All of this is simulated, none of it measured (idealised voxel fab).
A process module follows: voxel gate over fins.
The figure presents cross-section cut, which has a width of 145 nm and is divided into square cells with an edge length of 5 nm.
When this document writes out a cross-section, it uses a grid of square cells and lists it as bands, beginning at the top and moving down, with a band standing for one or more rows of cells.
Basically the band line says how high the top is and how high the bottom is, in nm, and then what's in it from left to right, every material with its width in nm. Empty space shows up as "air", and if a single material carries "throughout" it runs the full band edge to edge.
We count height from 0. Below that, the starting wafer is all one material. The lowest band never ends at the bottom but goes on down; see "z 0 and below" for how that is written.
Read "30->40" as a graded width: first number on top, second number at the bottom, same change between each pair of neighbouring rows.
"nothing altered", as given for a step, is the statement that not any cell of the cross-section underwent a change during that step.
Entry "Tabulated closed voids". Content: empty spaces with no open connection to the top, size 8 cells or greater. Each: width x height at distance. Distance: from left edge. Unit: nm.
What comes after the settings on a step's line is commentary from the simulator itself on that step.
A step line may carry the setting "overlay nm", which, for steps involving a mask, states the distance by which the mask lay to the right of its intended position; negative values denote displacement to the left.
Layout of what follows: cross-section pairs, each bracketing one process step, the after cross-section shown only to the lowest band that changed, the step between and its settings noted under each pair. Pairs may originate in different runs of this module on the same starting wafer; a pair continues from the pair above only where its entry headed "Before this step" says so.
## Before this step
z 15 to 10: 35 nm air, 75 nm TiAl, 35 nm air
z 10 to 5: 35 nm air, 5 nm TiAl, 30 nm TiN, 5 nm TiAl, 30 nm TiN, 5 nm TiAl, 35 nm air
z 5 to 0: 35 nm air, 5 nm TiAl, 5 nm TiN, 20 nm HfO2, 5 nm TiN, 5 nm TiAl, 5 nm TiN, 20 nm HfO2, 5 nm TiN, 5 nm TiAl, 35 nm air
z 0 to -5: 40 nm TiAl, 5 nm TiN, 5 nm HfO2, 10 nm Si, 5 nm HfO2, 5 nm TiN, 5 nm TiAl, 5 nm TiN, 5 nm HfO2, 10 nm Si, 5 nm HfO2, 5 nm TiN, 40 nm TiAl
z -5 to -10: 45 nm TiN, 5 nm HfO2, 10 nm Si, 5 nm HfO2, 15 nm TiN, 5 nm HfO2, 10 nm Si, 5 nm HfO2, 45 nm TiN
z -10 to -15: 50 nm HfO2, 10 nm Si, 25 nm HfO2, 10 nm Si, 50 nm HfO2
z -15 to -45: 50 nm SiO2, 10 nm Si, 25 nm SiO2, 10 nm Si, 50 nm SiO2
z -45 and below: Si throughout
Tabulated closed voids: none
## Post-Step Geometry
z 20 to 15: 30 nm air, 85 nm TiN, 30 nm air
z 15 to 10: 30 nm air, 5 nm TiN, 75 nm TiAl, 5 nm TiN, 30 nm air
z 10 to 5: 30 nm air, 5 nm TiN, 5 nm TiAl, 30 nm TiN, 5 nm TiAl, 30 nm TiN, 5 nm TiAl, 5 nm TiN, 30 nm air
z 5 to 0: 35 nm TiN, 5 nm TiAl, 5 nm TiN, 20 nm HfO2, 5 nm TiN, 5 nm TiAl, 5 nm TiN, 20 nm HfO2, 5 nm TiN, 5 nm TiAl, 35 nm TiN
No changes below 0.
Tabulated closed voids: none
What was done to get from the before section above to the after section? CONFORMAL_DEP: material TiN, thk nm 5
Before this step: = after-state of the pair above.
## Post-Step Geometry
z 35 to 20: W throughout
z 20 to 15: 30 nm W, 85 nm TiN, 30 nm W
z 15 to 10: 30 nm W, 5 nm TiN, 75 nm TiAl, 5 nm TiN, 30 nm W
z 10 to 5: 30 nm W, 5 nm TiN, 5 nm TiAl, 30 nm TiN, 5 nm TiAl, 30 nm TiN, 5 nm TiAl, 5 nm TiN, 30 nm W
No changes below 5.
Tabulated closed voids: none
What was done to get from the before section above to the after section? FILL_DEP: material W, thk nm 15
Before this step: = after-state of the pair above.
## Post-Step Geometry
z 30 to 20: W throughout
No changes below 20.
Tabulated closed voids: none
What was done to get from the before section above to the after section? CMP: height nm 30
Before this step: = after-state of the pair above.
## Post-Step Geometry
z 35 to 30: SiCN throughout
No changes below 30.
Tabulated closed voids: none
What was done to get from the before section above to the after section? CONFORMAL_DEP: material SiCN, thk nm 5
## Before this step
z 20 to 10: aC throughout
z 10 to 0: SiN throughout
z 0 and below: Si throughout
Tabulated closed voids: none
## Post-Step Geometry
z 50 to 20: 40 nm air, 15 nm resist, 20 nm air, 15 nm resist, 55 nm air
No changes below 20.
Tabulated closed voids: none
What was done to get from the before section above to the after section? PATTERN: tone cover, mask id FINS, material resist, width nm 15, pitch nm 35, thk nm 30, overlay nm -5
Before this step: = after-state of the pair above.
## Post-Step Geometry
z 40 to 20: 40 nm air, 15 nm resist, 20 nm air, 15 nm resist, 55 nm air
z 20 to 10: 40 nm air, 15 nm aC, 20 nm air, 15 nm aC, 55 nm air
No changes below 10.
Tabulated closed voids: none
What was done to get from the before section above to the after section? DIRECTIONAL_ETCH: etch materials aC, depth nm 10
Before this step: = after-state of the pair above.
## Post-Step Geometry
z 20 to 10: 40 nm air, 15 nm aC, 20 nm air, 15 nm aC, 55 nm air
No changes below 10.
Tabulated closed voids: none
What was done to get from the before section above to the after section? STRIP: etch materials resist
Before this step: = after-state of the pair above.
## Post-Step Geometry
z 20 to 10: 40 nm air, 15 nm aC, 20 nm air, 15 nm aC, 55 nm air
z 10 to 0: 40 nm air, 15 nm SiN, 20 nm air, 15 nm SiN, 55 nm air
No changes below 0.
Tabulated closed voids: none
What was done to get from the before section above to the after section? DIRECTIONAL_ETCH: etch materials SiN, depth nm 10
Before this step: = after-state of the pair above.
## Post-Step Geometry
z 20 to 10: 40 nm air, 15 nm aC, 20 nm air, 15 nm aC, 55 nm air
z 10 to 0: 40 nm air, 15 nm SiN, 20 nm air, 15 nm SiN, 55 nm air
z 0 to -40: 40 nm air, 15 nm Si, 20 nm air, 15 nm Si, 55 nm air
No changes below -40.
Tabulated closed voids: none
What was done to get from the before section above to the after section? DIRECTIONAL_ETCH: etch materials Si, depth nm 40
Before this step: = after-state of the pair above.
## Post-Step Geometry
z 10 to 0: 40 nm air, 15 nm SiN, 20 nm air, 15 nm SiN, 55 nm air
No changes below 0.
Tabulated closed voids: none
What was done to get from the before section above to the after section? STRIP: etch materials aC
Before this step: = after-state of the pair above.
## Post-Step Geometry
z 10 to 0: 40 nm air, 15 nm SiN, 20 nm air, 15 nm SiN, 55 nm air
z 0 to -40: 40 nm air, 5 nm SiO2, 5 nm Si, 5 nm SiO2, 20 nm air, 5 nm SiO2, 5 nm Si, 5 nm SiO2, 55 nm air
z -40 to -45: 45 nm SiO2, 5 nm Si, 30 nm SiO2, 5 nm Si, 60 nm SiO2
No changes below -45.
Tabulated closed voids: none
What was done to get from the before section above to the after section? OXIDIZE: depth nm 5
Before this step: = after-state of the pair above.
## Post-Step Geometry
z 15 to 10: SiO2 throughout
z 10 to 0: 40 nm SiO2, 15 nm SiN, 20 nm SiO2, 15 nm SiN, 55 nm SiO2
z 0 to -45: 45 nm SiO2, 5 nm Si, 30 nm SiO2, 5 nm Si, 60 nm SiO2
No changes below -45.
Tabulated closed voids: none
What was done to get from the before section above to the after section? FILL_DEP: material SiO2, thk nm 5
Before this step: = after-state of the pair above.
## Post-Step Geometry
z 10 to 0: 40 nm SiO2, 15 nm SiN, 20 nm SiO2, 15 nm SiN, 55 nm SiO2
No changes below 0.
Tabulated closed voids: none
What was done to get from the before section above to the after section? CMP: height nm 10
Before this step: = after-state of the pair above.
## Post-Step Geometry
z 10 to 0: 40 nm air, 15 nm SiN, 20 nm air, 15 nm SiN, 55 nm air
z 0 to -15: 45 nm air, 5 nm Si, 30 nm air, 5 nm Si, 60 nm air
No changes below -15.
Tabulated closed voids: none
What was done to get from the before section above to the after section? SELECTIVE_ETCH: etch materials SiO2, depth nm 25
Before this step: = after-state of the pair above.
## Post-Step Geometry
z 0 to -15: 45 nm air, 5 nm Si, 30 nm air, 5 nm Si, 60 nm air
No changes below -15.
Tabulated closed voids: none
What was done to get from the before section above to the after section? STRIP: etch materials SiN
Before this step: = after-state of the pair above.
## Post-Step Geometry
z 5 to 0: 40 nm air, 15 nm HfO2, 20 nm air, 15 nm HfO2, 55 nm air
z 0 to -10: 40 nm air, 5 nm HfO2, 5 nm Si, 5 nm HfO2, 20 nm air, 5 nm HfO2, 5 nm Si, 5 nm HfO2, 55 nm air
z -10 to -15: 45 nm HfO2, 5 nm Si, 30 nm HfO2, 5 nm Si, 60 nm HfO2
No changes below -15.
Tabulated closed voids: none
What was done to get from the before section above to the after section? CONFORMAL_DEP: material HfO2, thk nm 5
Before this step: = after-state of the pair above.
## Post-Step Geometry
z 10 to 5: 35 nm air, 25 nm TiN, 10 nm air, 25 nm TiN, 50 nm air
z 5 to 0: 35 nm air, 5 nm TiN, 15 nm HfO2, 5 nm TiN, 10 nm air, 5 nm TiN, 15 nm HfO2, 5 nm TiN, 50 nm air
z 0 to -5: 35 nm air, 5 nm TiN, 5 nm HfO2, 5 nm Si, 5 nm HfO2, 5 nm TiN, 10 nm air, 5 nm TiN, 5 nm HfO2, 5 nm Si, 5 nm HfO2, 5 nm TiN, 50 nm air
z -5 to -10: 40 nm TiN, 5 nm HfO2, 5 nm Si, 5 nm HfO2, 20 nm TiN, 5 nm HfO2, 5 nm Si, 5 nm HfO2, 55 nm TiN
No changes below -10.
Tabulated closed voids: none
What was done to get from the before section above to the after section? CONFORMAL_DEP: material TiN, thk nm 5
Before this step: = after-state of the pair above.
## Post-Step Geometry
z 15 to 10: 30 nm air, 70 nm TiAl, 45 nm air
z 10 to 5: 30 nm air, 5 nm TiAl, 25 nm TiN, 10 nm TiAl, 25 nm TiN, 5 nm TiAl, 45 nm air
z 5 to 0: 30 nm air, 5 nm TiAl, 5 nm TiN, 15 nm HfO2, 5 nm TiN, 10 nm TiAl, 5 nm TiN, 15 nm HfO2, 5 nm TiN, 5 nm TiAl, 45 nm air
z 0 to -5: 35 nm TiAl, 5 nm TiN, 5 nm HfO2, 5 nm Si, 5 nm HfO2, 5 nm TiN, 10 nm TiAl, 5 nm TiN, 5 nm HfO2, 5 nm Si, 5 nm HfO2, 5 nm TiN, 50 nm TiAl
No changes below -5.
Tabulated closed voids: none
What was done to get from the before section above to the after section? CONFORMAL_DEP: material TiAl, thk nm 5
Before this step: = after-state of the pair above.
## Post-Step Geometry
z 20 to 15: 25 nm air, 80 nm TiN, 40 nm air
z 15 to 10: 25 nm air, 5 nm TiN, 70 nm TiAl, 5 nm TiN, 40 nm air
z 10 to 5: 25 nm air, 5 nm TiN, 5 nm TiAl, 25 nm TiN, 10 nm TiAl, 25 nm TiN, 5 nm TiAl, 5 nm TiN, 40 nm air
z 5 to 0: 30 nm TiN, 5 nm TiAl, 5 nm TiN, 15 nm HfO2, 5 nm TiN, 10 nm TiAl, 5 nm TiN, 15 nm HfO2, 5 nm TiN, 5 nm TiAl, 45 nm TiN
No changes below 0.
Tabulated closed voids: none
What was done to get from the before section above to the after section? CONFORMAL_DEP: material TiN, thk nm 5
Before this step: = after-state of the pair above.
## Post-Step Geometry
z 35 to 20: W throughout
z 20 to 15: 25 nm W, 80 nm TiN, 40 nm W
z 15 to 10: 25 nm W, 5 nm TiN, 70 nm TiAl, 5 nm TiN, 40 nm W
z 10 to 5: 25 nm W, 5 nm TiN, 5 nm TiAl, 25 nm TiN, 10 nm TiAl, 25 nm TiN, 5 nm TiAl, 5 nm TiN, 40 nm W
No changes below 5.
Tabulated closed voids: none
What was done to get from the before section above to the after section? FILL_DEP: material W, thk nm 15
Before this step: = after-state of the pair above.
## Post-Step Geometry
z 30 to 20: W throughout
No changes below 20.
Tabulated closed voids: none
What was done to get from the before section above to the after section? CMP: height nm 30
Before this step: = after-state of the pair above.
## Post-Step Geometry
z 35 to 30: SiCN throughout
No changes below 30.
Tabulated closed voids: none
What was done to get from the before section above to the after section? CONFORMAL_DEP: material SiCN, thk nm 5
## Before this step
z 5 to 0: 45 nm air, 15 nm HfO2, 20 nm air, 15 nm HfO2, 50 nm air
z 0 to -10: 45 nm air, 5 nm HfO2, 5 nm Si, 5 nm HfO2, 20 nm air, 5 nm HfO2, 5 nm Si, 5 nm HfO2, 50 nm air
z -10 to -15: 50 nm HfO2, 5 nm Si, 30 nm HfO2, 5 nm Si, 55 nm HfO2
z -15 to -45: 50 nm SiO2, 5 nm Si, 30 nm SiO2, 5 nm Si, 55 nm SiO2
z -45 and below: Si throughout
Tabulated closed voids: none
## Post-Step Geometry
z 10 to 5: 40 nm air, 25 nm SiO2, 10 nm air, 25 nm SiO2, 45 nm air
z 5 to 0: 40 nm air, 5 nm SiO2, 15 nm HfO2, 5 nm SiO2, 10 nm air, 5 nm SiO2, 15 nm HfO2, 5 nm SiO2, 45 nm air
z 0 to -5: 40 nm air, 5 nm SiO2, 5 nm HfO2, 5 nm Si, 5 nm HfO2, 5 nm SiO2, 10 nm air, 5 nm SiO2, 5 nm HfO2, 5 nm Si, 5 nm HfO2, 5 nm SiO2, 45 nm air
z -5 to -10: 45 nm SiO2, 5 nm HfO2, 5 nm Si, 5 nm HfO2, 20 nm SiO2, 5 nm HfO2, 5 nm Si, 5 nm HfO2, 50 nm SiO2
No changes below -10.
Tabulated closed voids: none
What was done to get from the before section above to the after section? CONFORMAL_DEP: material SiO2, thk nm 5
Before this step: = after-state of the pair above.
## Post-Step Geometry
z 15 to 10: 35 nm air, 70 nm TiAl, 40 nm air
z 10 to 5: 35 nm air, 5 nm TiAl, 25 nm SiO2, 10 nm TiAl, 25 nm SiO2, 5 nm TiAl, 40 nm air
z 5 to 0: 35 nm air, 5 nm TiAl, 5 nm SiO2, 15 nm HfO2, 5 nm SiO2, 10 nm TiAl, 5 nm SiO2, 15 nm HfO2, 5 nm SiO2, 5 nm TiAl, 40 nm air
z 0 to -5: 40 nm TiAl, 5 nm SiO2, 5 nm HfO2, 5 nm Si, 5 nm HfO2, 5 nm SiO2, 10 nm TiAl, 5 nm SiO2, 5 nm HfO2, 5 nm Si, 5 nm HfO2, 5 nm SiO2, 45 nm TiAl
No changes below -5.
Tabulated closed voids: none
What was done to get from the before section above to the after section? CONFORMAL_DEP: material TiAl, thk nm 5
Before this step: = after-state of the pair above.
## Post-Step Geometry
z 20 to 15: 30 nm air, 80 nm TiN, 35 nm air
z 15 to 10: 30 nm air, 5 nm TiN, 70 nm TiAl, 5 nm TiN, 35 nm air
z 10 to 5: 30 nm air, 5 nm TiN, 5 nm TiAl, 25 nm SiO2, 10 nm TiAl, 25 nm SiO2, 5 nm TiAl, 5 nm TiN, 35 nm air
z 5 to 0: 35 nm TiN, 5 nm TiAl, 5 nm SiO2, 15 nm HfO2, 5 nm SiO2, 10 nm TiAl, 5 nm SiO2, 15 nm HfO2, 5 nm SiO2, 5 nm TiAl, 40 nm TiN
No changes below 0.
Tabulated closed voids: none
What was done to get from the before section above to the after section? CONFORMAL_DEP: material TiN, thk nm 5
Before this step: = after-state of the pair above.
## Post-Step Geometry
z 35 to 20: W throughout
z 20 to 15: 30 nm W, 80 nm TiN, 35 nm W
z 15 to 10: 30 nm W, 5 nm TiN, 70 nm TiAl, 5 nm TiN, 35 nm W
z 10 to 5: 30 nm W, 5 nm TiN, 5 nm TiAl, 25 nm SiO2, 10 nm TiAl, 25 nm SiO2, 5 nm TiAl, 5 nm TiN, 35 nm W
No changes below 5.
Tabulated closed voids: none
What was done to get from the before section above to the after section? FILL_DEP: material W, thk nm 15
Before this step: = after-state of the pair above.
## Post-Step Geometry
z 30 to 20: W throughout
No changes below 20.
Tabulated closed voids: none
What was done to get from the before section above to the after section? CMP: height nm 30
Before this step: = after-state of the pair above.
## Post-Step Geometry
z 35 to 30: SiCN throughout
No changes below 30.
Tabulated closed voids: none
What was done to get from the before section above to the after section? CONFORMAL_DEP: material SiCN, thk nm 5
## Before this step
z 20 to 10: aC throughout
z 10 to 0: SiN throughout
z 0 and below: Si throughout
Tabulated closed voids: none
## Post-Step Geometry
z 50 to 20: 45 nm resist, 15 nm air, 20 nm resist, 15 nm air, 50 nm resist
No changes below 20.
Tabulated closed voids: none
What was done to get from the before section above to the after section? PATTERN: tone open, mask id FINS, material resist, width nm 15, pitch nm 35, thk nm 30, overlay nm 0
Before this step: = after-state of the pair above.
## Post-Step Geometry
z 40 to 20: 45 nm resist, 15 nm air, 20 nm resist, 15 nm air, 50 nm resist
z 20 to 10: 45 nm aC, 15 nm air, 20 nm aC, 15 nm air, 50 nm aC
No changes below 10.
Tabulated closed voids: none
What was done to get from the before section above to the after section? DIRECTIONAL_ETCH: etch materials aC, depth nm 10
Before this step: = after-state of the pair above.
## Post-Step Geometry
z 20 to 10: 45 nm aC, 15 nm air, 20 nm aC, 15 nm air, 50 nm aC
No changes below 10.
Tabulated closed voids: none
What was done to get from the before section above to the after section? STRIP: etch materials resist
Before this step: = after-state of the pair above.
## Post-Step Geometry
z 20 to 10: 45 nm aC, 15 nm air, 20 nm aC, 15 nm air, 50 nm aC
z 10 to 0: 45 nm SiN, 15 nm air, 20 nm SiN, 15 nm air, 50 nm SiN
No changes below 0.
Tabulated closed voids: none
What was done to get from the before section above to the after section? DIRECTIONAL_ETCH: etch materials SiN, depth nm 10
Before this step: = after-state of the pair above.
## Post-Step Geometry
z 20 to 10: 45 nm aC, 15 nm air, 20 nm aC, 15 nm air, 50 nm aC
z 10 to 0: 45 nm SiN, 15 nm air, 20 nm SiN, 15 nm air, 50 nm SiN
z 0 to -40: 45 nm Si, 15 nm air, 20 nm Si, 15 nm air, 50 nm Si
No changes below -40.
Tabulated closed voids: none
What was done to get from the before section above to the after section? DIRECTIONAL_ETCH: etch materials Si, depth nm 40
Before this step: = after-state of the pair above.
## Post-Step Geometry
z 10 to 0: 45 nm SiN, 15 nm air, 20 nm SiN, 15 nm air, 50 nm SiN
No changes below 0.
Tabulated closed voids: none
What was done to get from the before section above to the after section? STRIP: etch materials aC
Before this step: = after-state of the pair above.
## Post-Step Geometry
z 10 to 0: 45 nm SiN, 15 nm air, 20 nm SiN, 15 nm air, 50 nm SiN
z 0 to -40: 40 nm Si, 5 nm SiO2, 15 nm air, 5 nm SiO2, 10 nm Si, 5 nm SiO2, 15 nm air, 5 nm SiO2, 45 nm Si
z -40 to -45: 40 nm Si, 25 nm SiO2, 10 nm Si, 25 nm SiO2, 45 nm Si
No changes below -45.
Tabulated closed voids: none
What was done to get from the before section above to the after section? OXIDIZE: depth nm 5
Before this step: = after-state of the pair above.
## Post-Step Geometry
z 15 to 10: SiO2 throughout
z 10 to 0: 45 nm SiN, 15 nm SiO2, 20 nm SiN, 15 nm SiO2, 50 nm SiN
z 0 to -45: 40 nm Si, 25 nm SiO2, 10 nm Si, 25 nm SiO2, 45 nm Si
No changes below -45.
Tabulated closed voids: none
What was done to get from the before section above to the after section? FILL_DEP: material SiO2, thk nm 5
Before this step: = after-state of the pair above.
## Post-Step Geometry
z 10 to 0: 45 nm SiN, 15 nm SiO2, 20 nm SiN, 15 nm SiO2, 50 nm SiN
No changes below 0.
Tabulated closed voids: none
What was done to get from the before section above to the after section? CMP: height nm 10
Before this step: = after-state of the pair above.
## Post-Step Geometry
z 10 to 0: 45 nm SiN, 15 nm air, 20 nm SiN, 15 nm air, 50 nm SiN
z 0 to -15: 40 nm Si, 25 nm air, 10 nm Si, 25 nm air, 45 nm Si
No changes below -15.
Tabulated closed voids: none
What was done to get from the before section above to the after section? SELECTIVE_ETCH: etch materials SiO2, depth nm 25
Before this step: = after-state of the pair above.
## Post-Step Geometry
z 0 to -15: 40 nm Si, 25 nm air, 10 nm Si, 25 nm air, 45 nm Si
No changes below -15.
Tabulated closed voids: none
What was done to get from the before section above to the after section? STRIP: etch materials SiN
Before this step: = after-state of the pair above.
## Post-Step Geometry
z 5 to 0: 45 nm HfO2, 15 nm air, 20 nm HfO2, 15 nm air, 50 nm HfO2
z 0 to -10: 40 nm Si, 5 nm HfO2, 15 nm air, 5 nm HfO2, 10 nm Si, 5 nm HfO2, 15 nm air, 5 nm HfO2, 45 nm Si
z -10 to -15: 40 nm Si, 25 nm HfO2, 10 nm Si, 25 nm HfO2, 45 nm Si
No changes below -15.
Tabulated closed voids: none
What was done to get from the before section above to the after section? CONFORMAL_DEP: material HfO2, thk nm 5
Before this step: = after-state of the pair above.
## Post-Step Geometry
z 10 to 5: 50 nm TiN, 5 nm air, 30 nm TiN, 5 nm air, 55 nm TiN
z 5 to 0: 45 nm HfO2, 5 nm TiN, 5 nm air, 5 nm TiN, 20 nm HfO2, 5 nm TiN, 5 nm air, 5 nm TiN, 50 nm HfO2
z 0 to -5: 40 nm Si, 5 nm HfO2, 5 nm TiN, 5 nm air, 5 nm TiN, 5 nm HfO2, 10 nm Si, 5 nm HfO2, 5 nm TiN, 5 nm air, 5 nm TiN, 5 nm HfO2, 45 nm Si
z -5 to -10: 40 nm Si, 5 nm HfO2, 15 nm TiN, 5 nm HfO2, 10 nm Si, 5 nm HfO2, 15 nm TiN, 5 nm HfO2, 45 nm Si
No changes below -10.
Tabulated closed voids: none
What was done to get from the before section above to the after section? CONFORMAL_DEP: material TiN, thk nm 5
Before this step: = after-state of the pair above.
## Post-Step Geometry
z 15 to 10: TiAl throughout
z 10 to 5: 50 nm TiN, 5 nm TiAl, 30 nm TiN, 5 nm TiAl, 55 nm TiN
z 5 to 0: 45 nm HfO2, 5 nm TiN, 5 nm TiAl, 5 nm TiN, 20 nm HfO2, 5 nm TiN, 5 nm TiAl, 5 nm TiN, 50 nm HfO2
z 0 to -5: 40 nm Si, 5 nm HfO2, 5 nm TiN, 5 nm TiAl, 5 nm TiN, 5 nm HfO2, 10 nm Si, 5 nm HfO2, 5 nm TiN, 5 nm TiAl, 5 nm TiN, 5 nm HfO2, 45 nm Si
No changes below -5.
Tabulated closed voids: none
What was done to get from the before section above to the after section? CONFORMAL_DEP: material TiAl, thk nm 5
Before this step: = after-state of the pair above.
## Post-Step Geometry
z 20 to 15: TiN throughout
No changes below 15.
Tabulated closed voids: none
What was done to get from the before section above to the after section? CONFORMAL_DEP: material TiN, thk nm 5
Before this step: = after-state of the pair above.
## Post-Step Geometry
z 35 to 20: W throughout
No changes below 20.
Tabulated closed voids: none
What was done to get from the before section above to the after section? FILL_DEP: material W, thk nm 15
Before this step: = after-state of the pair above.
## Post-Step Geometry
z 30 to 20: W throughout
No changes below 20.
Tabulated closed voids: none
What was done to get from the before section above to the after section? CMP: height nm 30
Before this step: = after-state of the pair above.
## Post-Step Geometry
z 35 to 30: SiCN throughout
No changes below 30.
Tabulated closed voids: none
What was done to get from the before section above to the after section? CONFORMAL_DEP: material SiCN, thk nm 5
